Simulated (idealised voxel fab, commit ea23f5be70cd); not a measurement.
Herein follows the process module entitled voxel air gaps.
Displayed cross-section: cut, width of 170 nm, square cells sized 5 nm.
If you're reading a cross-section in this doc, picture square cells in a grid; it comes to you as bands, top ones listed first down to the bottom, and a band can be one or more rows of cells. A band entry consists of two parts. The first gives the height of the band's top and the height of its bottom, in nm. The rest lists the band's materials from left to right, each with its width in nm. A single material labelled with the word "all across" fills the band from edge to edge, and the word "empty" marks empty space. For the purposes of this specification, 0 denotes the height below which the wafer in its as-received condition is composed wholly of one material, and the lowermost band, lacking a lower limit, extends downward without end, as expressed in "0 down". The notation "30->40" denotes a width that varies across the rows of cells in the band, beginning at the first number in the top row, finishing at the second number in the bottom row, and changing by an identical amount from each row to the next. "remained the same" (step): cross-section cells unchanged, all of them. The entry titled "Voids, fully enclosed" provides the empty spaces that have no open way to the top, restricted to those of 8 cells or more. Each is presented as width x height at distance, the distance being measured from the left edge, with all three in nm. after a step's settings: what the simulator itself notes on the step. A step's line can hold "overlay nm"; with a mask on that step, the setting says how far right of the planned place the mask lay, while a negative setting says it lay to the left.
PROCESS STEPS - PLAN
1,RECEIVE | material Si
2,CONFORMAL_DEP | material SiO2 | thk nm 10
3,CONFORMAL_DEP | material SiN | thk nm 5
4,DIRECTIONAL_DEP | material SiO2 | thk nm 40
5,PATTERN | tone open | mask id LINES | material resist | width nm 25 | pitch nm 50 | thk nm 20 | overlay nm 0
6,DIRECTIONAL_ETCH | etch materials SiO2 | depth nm 40
7,STRIP | etch materials resist
8,CONFORMAL_DEP | material TiN | thk nm 5
9,FILL_DEP | material Cu | thk nm 5
10,CMP | height nm 55
11,EPI | material Ru | thk nm 10
12,SELECTIVE_ETCH | etch materials SiO2 | depth nm 50
13,CONFORMAL_DEP | material SiN | thk nm 5
THE FIRST OF THE TWO WAFERS, WHICH RAN AS PLANNED
INCOMING WAFER, CROSS-SECTIONAL VIEW, POST STEP 1
	0 down | Si all across
	Voids, fully enclosed: none
CROSS-SECTION: WAFER STATE AFTER STEP 2
	10 to 0 | SiO2 all across
	No changes below 0.
CROSS-SECTION: WAFER STATE AFTER STEP 3
	15 to 10 | SiN all across
	No changes below 10.
CROSS-SECTION: WAFER STATE AFTER STEP 4
	55 to 15 | SiO2 all across
	No changes below 15.
CROSS-SECTION: WAFER STATE AFTER STEP 5
	75 to 55 | resist=20; empty=25; resist=25; empty=25; resist=25; empty=25; resist=25
	No changes below 55.
CROSS-SECTION: WAFER STATE AFTER STEP 6
	75 to 55 | resist=20; empty=25; resist=25; empty=25; resist=25; empty=25; resist=25
	55 to 15 | SiO2=20; empty=25; SiO2=25; empty=25; SiO2=25; empty=25; SiO2=25
	No changes below 15.
CROSS-SECTION: WAFER STATE AFTER STEP 7
	55 to 15 | SiO2=20; empty=25; SiO2=25; empty=25; SiO2=25; empty=25; SiO2=25
	No changes below 15.
CROSS-SECTION: WAFER STATE AFTER STEP 8
	60 to 55 | TiN=25; empty=15; TiN=35; empty=15; TiN=35; empty=15; TiN=30
	55 to 20 | SiO2=20; TiN=5; empty=15; TiN=5; SiO2=25; TiN=5; empty=15; TiN=5; SiO2=25; TiN=5; empty=15; TiN=5; SiO2=25
	20 to 15 | SiO2=20; TiN=25; SiO2=25; TiN=25; SiO2=25; TiN=25; SiO2=25
	No changes below 15.
CROSS-SECTION: WAFER STATE AFTER STEP 9
	65 to 60 | Cu all across
	60 to 55 | TiN=25; Cu=15; TiN=35; Cu=15; TiN=35; Cu=15; TiN=30
	55 to 20 | SiO2=20; TiN=5; Cu=15; TiN=5; SiO2=25; TiN=5; Cu=15; TiN=5; SiO2=25; TiN=5; Cu=15; TiN=5; SiO2=25
	No changes below 20.
CROSS-SECTION: WAFER STATE AFTER STEP 10
	55 to 20 | SiO2=20; TiN=5; Cu=15; TiN=5; SiO2=25; TiN=5; Cu=15; TiN=5; SiO2=25; TiN=5; Cu=15; TiN=5; SiO2=25
	No changes below 20.
CROSS-SECTION: WAFER STATE AFTER STEP 11
	65 to 55 | empty=10; Ru=45; empty=5; Ru=45; empty=5; Ru=45; empty=15
	No changes below 55.
CROSS-SECTION: WAFER STATE AFTER STEP 12
	65 to 55 | empty=10; Ru=45; empty=5; Ru=45; empty=5; Ru=45; empty=15
	55 to 20 | empty=20; TiN=5; Cu=15; TiN=5; empty=25; TiN=5; Cu=15; TiN=5; empty=25; TiN=5; Cu=15; TiN=5; empty=25
	20 to 15 | empty=20; TiN=25; empty=25; TiN=25; empty=25; TiN=25; empty=25
	No changes below 15.
CROSS-SECTION: WAFER STATE AFTER STEP 13
	70 to 65 | empty=5; SiN=155; empty=10
	65 to 55 | empty=5; SiN=5; Ru=45; SiN=5; Ru=45; SiN=5; Ru=45; SiN=5; empty=10
	55 to 50 | empty=5; SiN=15; TiN=5; Cu=15; TiN=5; SiN=25; TiN=5; Cu=15; TiN=5; SiN=25; TiN=5; Cu=15; TiN=5; SiN=15; empty=10
	50 to 20 | empty=15; SiN=5; TiN=5; Cu=15; TiN=5; SiN=5; empty=15; SiN=5; TiN=5; Cu=15; TiN=5; SiN=5; empty=15; SiN=5; TiN=5; Cu=15; TiN=5; SiN=5; empty=20
	20 to 15 | SiN=20; TiN=25; SiN=25; TiN=25; SiN=25; TiN=25; SiN=25
	No changes below 15.
	Voids, fully enclosed: 15 x 30 at 50; 15 x 30 at 100
SECOND WAFER, SAME STARTING STATE AND PLAN AS THE FIRST, ONE MISTAKE IN THE RUN, IDENTICAL THROUGH STEP 2
Second wafer, cross-section, planned end of step 3: remained the same
SECOND WAFER, CROSS-SECTION, PLANNED END OF STEP 4
	50 to 0 | SiO2 all across
	No changes below 0.
SECOND WAFER, CROSS-SECTION, PLANNED END OF STEP 5
	70 to 50 | resist=20; empty=25; resist=25; empty=25; resist=25; empty=25; resist=25
	No changes below 50.
SECOND WAFER, CROSS-SECTION, PLANNED END OF STEP 6
	70 to 50 | resist=20; empty=25; resist=25; empty=25; resist=25; empty=25; resist=25
	50 to 10 | SiO2=20; empty=25; SiO2=25; empty=25; SiO2=25; empty=25; SiO2=25
	No changes below 10.
SECOND WAFER, CROSS-SECTION, PLANNED END OF STEP 7
	50 to 10 | SiO2=20; empty=25; SiO2=25; empty=25; SiO2=25; empty=25; SiO2=25
	No changes below 10.
SECOND WAFER, CROSS-SECTION, PLANNED END OF STEP 8
	55 to 50 | TiN=25; empty=15; TiN=35; empty=15; TiN=35; empty=15; TiN=30
	50 to 15 | SiO2=20; TiN=5; empty=15; TiN=5; SiO2=25; TiN=5; empty=15; TiN=5; SiO2=25; TiN=5; empty=15; TiN=5; SiO2=25
	15 to 10 | SiO2=20; TiN=25; SiO2=25; TiN=25; SiO2=25; TiN=25; SiO2=25
	No changes below 10.
SECOND WAFER, CROSS-SECTION, PLANNED END OF STEP 9
	60 to 55 | Cu all across
	55 to 50 | TiN=25; Cu=15; TiN=35; Cu=15; TiN=35; Cu=15; TiN=30
	50 to 15 | SiO2=20; TiN=5; Cu=15; TiN=5; SiO2=25; TiN=5; Cu=15; TiN=5; SiO2=25; TiN=5; Cu=15; TiN=5; SiO2=25
	No changes below 15.
SECOND WAFER, CROSS-SECTION, PLANNED END OF STEP 10
	55 to 50 | TiN=25; Cu=15; TiN=35; Cu=15; TiN=35; Cu=15; TiN=30
	No changes below 50.
SECOND WAFER, CROSS-SECTION, PLANNED END OF STEP 11
	65 to 55 | Ru all across
	No changes below 55.
Second wafer, cross-section, planned end of step 12: remained the same
SECOND WAFER, CROSS-SECTION, PLANNED END OF STEP 13
	70 to 65 | SiN all across
	No changes below 65.
Plan not followed: execution of step 3 of the plan did not take place, the step having been omitted
Bottom line after processing is that, in cells, the second wafer is up or down on some materials versus the first: Cu: 9 more, Ru: 14 more, SiN: 110 fewer, SiO2: 152 more, TiN: 25 more
Closed voids, final: 2 / 0 (first wafer / second wafer).
